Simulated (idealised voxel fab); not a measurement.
The process module presented herein is designated voxel gate over fins.
Section shown: cut. Width: 225 nm. Cell size: 5 nm, square.
A cross-section in this document is a grid of square cells, and it is written down as bands, the top band listed before the ones below it; a band is made up of one or more rows of cells. Look at the band entry: it leads with the top's height and the bottom's height in nm. Then it lists the materials left to right, with a width in nm for each. The word "everywhere" on a single material says that material fills the band edge to edge. The word "blank" is empty space. Heads up on the height convention: 0 is the point under which the incoming wafer is all one material, and the lowest band has no bottom, it just keeps going down, like "0..down". Width spec "30..40" -> top row of cells at first value, bottom row at second value, equal per-row change in between. What does "changes: none" mean for a step? It means no cell of the cross-section changed in that step. For the entry "Enclosed void catalog", the listed items are empty spaces with no open way to the top whose size is 8 cells or more; each item follows the pattern width x height at distance, where distance is from the left edge and all three are in nm. That trailing text on a step's line, after the settings, is the simulator's own remark on the step. "overlay nm" denotes, for a step that has a mask, the displacement of the mask to the right of its planned place, with negative values corresponding to the left.
-- Steps in the process plan
| 1 | RECEIVE,material Si |
| 2 | CONFORMAL_DEP,material SiN,thk nm 10 |
| 3 | PATTERN,tone cover,mask id FINS,material resist,width nm 15,pitch nm 45,thk nm 15,overlay nm 0 |
| 4 | DIRECTIONAL_ETCH,etch materials SiN,depth nm 10 |
| 5 | DIRECTIONAL_ETCH,etch materials Si,depth nm 30 |
| 6 | STRIP,etch materials resist |
| 7 | OXIDIZE,depth nm 5 |
| 8 | FILL_DEP,material SiO2,thk nm 5 |
| 9 | CMP,height nm 10 |
| 10 | SELECTIVE_ETCH,etch materials SiO2,depth nm 25 |
| 11 | STRIP,etch materials SiN |
| 12 | CONFORMAL_DEP,material HfO2,thk nm 5 |
| 13 | CONFORMAL_DEP,material TiN,thk nm 5 |
| 14 | CONFORMAL_DEP,material TiAl,thk nm 5 |
| 15 | CONFORMAL_DEP,material TiN,thk nm 5 |
| 16 | FILL_DEP,material W,thk nm 10 |
| 17 | CMP,height nm 25 |
| 18 | CONFORMAL_DEP,material SiCN,thk nm 5 |
-- Cross-section of the wafer at receipt, which is the condition after step 1
	0..down: Si everywhere
	Enclosed void catalog: none
-- The module was run from the start shown above using the plan shown above, but one mistake was made doing it; the resulting wafer cross-section is below
	30..25: SiCN everywhere
	25..20: W everywhere
	20..15: TiN everywhere
	15..10: TiAl everywhere
	10..5: TiN=85; TiAl=5; TiN=40; TiAl=5; TiN=90
	5..0: HfO2=80; TiN=5; TiAl=5; TiN=5; HfO2=30; TiN=5; TiAl=5; TiN=5; HfO2=85
	0..-5: Si=75; HfO2=5; TiN=5; TiAl=5; TiN=5; HfO2=5; Si=20; HfO2=5; TiN=5; TiAl=5; TiN=5; HfO2=5; Si=80
	-5..-10: Si=75; HfO2=5; TiN=15; HfO2=5; Si=20; HfO2=5; TiN=15; HfO2=5; Si=80
	-10..-15: Si=75; HfO2=25; Si=20; HfO2=25; Si=80
	-15..-35: Si=75; SiO2=25; Si=20; SiO2=25; Si=80
	-35..down: Si everywhere
	Enclosed void catalog: none
Finding, execution versus plan: step 3 ran with different settings than intended, the actual operation and settings being PATTERN,tone open,mask id FINS,material resist,width nm 15,pitch nm 45,thk nm 15,overlay nm 0
